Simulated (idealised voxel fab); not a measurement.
process module | voxel self aligned contacts
cross-section cut | 285 nm wide | cells 5 nm
A cross-section is a grid of square cells, given in bands from the top down. A band is one or more rows of cells.
Each band's line starts with the height of the band's top and of its bottom, in nm. Then come its materials from left to right, each with its width in nm. One material with "throughout" fills the band from edge to edge. "air" is empty space.
Height 0 is the level under which the wafer as received is all one material. The lowest band goes on downwards, as in "0 down".
A width such as "30 to 40" changes by the same amount from each row of cells to the next, from the band's top row to its bottom row.
"no change" after a step means that no cell of the cross-section changed.
closed voids: empty space of 8 cells or more with no open way to the top, each as width x height at its distance from the left edge, in nm
after a step's settings: what the simulator itself notes on the step
overlay nm, on a step with a mask: how far to the right of its planned place the mask lay; to the left if negative
plan
1 op RECEIVE | material Si
2 op OXIDIZE | depth nm 5
3 op DIRECTIONAL_DEP | material polySi | thk nm 20
4 op DIRECTIONAL_DEP | material SiN | thk nm 20
5 op PATTERN | tone cover | mask id GATE | material resist | width nm 30 | pitch nm 65 | thk nm 20 | overlay nm 0
6 op DIRECTIONAL_ETCH | etch materials SiN | depth nm 20
7 op DIRECTIONAL_ETCH | etch materials polySi | depth nm 20
8 op STRIP | etch materials resist
9 op CONFORMAL_DEP | material SiN | thk nm 10
10 op DIRECTIONAL_ETCH | etch materials SiN | depth nm 10
11 op FILL_DEP | material SiO2 | thk nm 15
12 op CMP | height nm 50
13 op MASKED_ETCH | tone open | mask id CONTACT | width nm 45 | etch materials SiO2 | depth nm 55 | overlay nm 0
14 op CONFORMAL_DEP | material TiN | thk nm 5
15 op FILL_DEP | material W | thk nm 10
16 op CMP | height nm 50
17 op CONFORMAL_DEP | material SiN | thk nm 5
first wafer, as planned
as received, after step 1
  0 down: Si throughout
  closed voids: none
after step 2
  0 to -5: SiO2 throughout
  below -5: unchanged
after step 3
  20 to 0: polySi throughout
  below 0: unchanged
after step 4
  40 to 20: SiN throughout
  below 20: unchanged
after step 5
  60 to 40: air 95 | resist 30 | air 35 | resist 30 | air 95
  below 40: unchanged
after step 6
  60 to 40: air 95 | resist 30 | air 35 | resist 30 | air 95
  40 to 20: air 95 | SiN 30 | air 35 | SiN 30 | air 95
  below 20: unchanged
after step 7
  60 to 40: air 95 | resist 30 | air 35 | resist 30 | air 95
  40 to 20: air 95 | SiN 30 | air 35 | SiN 30 | air 95
  20 to 0: air 95 | polySi 30 | air 35 | polySi 30 | air 95
  below 0: unchanged
after step 8
  40 to 20: air 95 | SiN 30 | air 35 | SiN 30 | air 95
  below 20: unchanged
after step 9
  50 to 20: air 85 | SiN 50 | air 15 | SiN 50 | air 85
  20 to 10: air 85 | SiN 10 | polySi 30 | SiN 10 | air 15 | SiN 10 | polySi 30 | SiN 10 | air 85
  10 to 0: SiN 95 | polySi 30 | SiN 35 | polySi 30 | SiN 95
  below 0: unchanged
after step 10
  40 to 20: air 85 | SiN 50 | air 15 | SiN 50 | air 85
  20 to 0: air 85 | SiN 10 | polySi 30 | SiN 10 | air 15 | SiN 10 | polySi 30 | SiN 10 | air 85
  below 0: unchanged
after step 11
  55 to 40: SiO2 throughout
  40 to 20: SiO2 85 | SiN 50 | SiO2 15 | SiN 50 | SiO2 85
  20 to 0: SiO2 85 | SiN 10 | polySi 30 | SiN 10 | SiO2 15 | SiN 10 | polySi 30 | SiN 10 | SiO2 85
  below 0: unchanged
after step 12
  50 to 40: SiO2 throughout
  below 40: unchanged
after step 13
  50 to 40: SiO2 120 | air 45 | SiO2 120
  40 to 20: SiO2 85 | SiN 50 | air 15 | SiN 50 | SiO2 85
  20 to 0: SiO2 85 | SiN 10 | polySi 30 | SiN 10 | air 15 | SiN 10 | polySi 30 | SiN 10 | SiO2 85
  0 to -5: SiO2 135 | air 15 | SiO2 135
  below -5: unchanged
after step 14
  55 to 50: TiN 125 | air 35 | TiN 125
  50 to 40: SiO2 120 | TiN 5 to 20 | air 35 to 5 | TiN 5 to 20 | SiO2 120
  40 to 20: SiO2 85 | SiN 50 | TiN 5 | air 5 | TiN 5 | SiN 50 | SiO2 85
  20 to 0: SiO2 85 | SiN 10 | polySi 30 | SiN 10 | TiN 5 | air 5 | TiN 5 | SiN 10 | polySi 30 | SiN 10 | SiO2 85
  0 to -5: SiO2 135 | TiN 15 | SiO2 135
  below -5: unchanged
after step 15
  65 to 55: W throughout
  55 to 50: TiN 125 | W 35 | TiN 125
  50 to 40: SiO2 120 | TiN 5 to 20 | W 35 to 5 | TiN 5 to 20 | SiO2 120
  40 to 20: SiO2 85 | SiN 50 | TiN 5 | W 5 | TiN 5 | SiN 50 | SiO2 85
  20 to 0: SiO2 85 | SiN 10 | polySi 30 | SiN 10 | TiN 5 | W 5 | TiN 5 | SiN 10 | polySi 30 | SiN 10 | SiO2 85
  below 0: unchanged
after step 16
  50 to 40: SiO2 120 | TiN 5 to 20 | W 35 to 5 | TiN 5 to 20 | SiO2 120
  below 40: unchanged
after step 17
  55 to 50: SiN throughout
  below 50: unchanged
second wafer: like start, like plan, one mistake. Through step 4 it matches the first wafer
when step 5 should have ended
  60 to 40: resist 95 | air 30 | resist 35 | air 30 | resist 95
  below 40: unchanged
when step 6 should have ended
  60 to 40: resist 95 | air 30 | resist 35 | air 30 | resist 95
  40 to 20: SiN 95 | air 30 | SiN 35 | air 30 | SiN 95
  below 20: unchanged
when step 7 should have ended
  60 to 40: resist 95 | air 30 | resist 35 | air 30 | resist 95
  40 to 20: SiN 95 | air 30 | SiN 35 | air 30 | SiN 95
  20 to 0: polySi 95 | air 30 | polySi 35 | air 30 | polySi 95
  below 0: unchanged
when step 8 should have ended
  40 to 20: SiN 95 | air 30 | SiN 35 | air 30 | SiN 95
  below 20: unchanged
when step 9 should have ended
  50 to 20: SiN 105 | air 10 | SiN 55 | air 10 | SiN 105
  20 to 10: polySi 95 | SiN 10 | air 10 | SiN 10 | polySi 35 | SiN 10 | air 10 | SiN 10 | polySi 95
  10 to 0: polySi 95 | SiN 30 | polySi 35 | SiN 30 | polySi 95
  below 0: unchanged
when step 10 should have ended
  40 to 20: SiN 105 | air 10 | SiN 55 | air 10 | SiN 105
  20 to 0: polySi 95 | SiN 10 | air 10 | SiN 10 | polySi 35 | SiN 10 | air 10 | SiN 10 | polySi 95
  below 0: unchanged
when step 11 should have ended
  55 to 40: SiO2 throughout
  40 to 20: SiN 105 | SiO2 10 | SiN 55 | SiO2 10 | SiN 105
  20 to 0: polySi 95 | SiN 10 | SiO2 10 | SiN 10 | polySi 35 | SiN 10 | SiO2 10 | SiN 10 | polySi 95
  below 0: unchanged
when step 12 should have ended
  50 to 40: SiO2 throughout
  below 40: unchanged
when step 13 should have ended
  50 to 40: SiO2 120 | air 45 | SiO2 120
  below 40: unchanged
when step 14 should have ended
  55 to 50: TiN 125 | air 35 | TiN 125
  50 to 45: SiO2 120 | TiN 5 | air 35 | TiN 5 | SiO2 120
  45 to 40: SiO2 120 | TiN 45 | SiO2 120
  below 40: unchanged
when step 15 should have ended
  65 to 55: W throughout
  55 to 50: TiN 125 | W 35 | TiN 125
  50 to 45: SiO2 120 | TiN 5 | W 35 | TiN 5 | SiO2 120
  below 45: unchanged
when step 16 should have ended
  50 to 45: SiO2 120 | TiN 5 | W 35 | TiN 5 | SiO2 120
  below 45: unchanged
when step 17 should have ended
  55 to 50: SiN throughout
  below 50: unchanged
what went wrong: step 5 ran as: op PATTERN | tone open | mask id GATE | material resist | width nm 30 | pitch nm 65 | thk nm 20 | overlay nm 0
at the end the second wafer has, in cells: 132 more of SiN | 237 fewer of SiO2 | 18 fewer of TiN | 9 fewer of W | 132 more of polySi
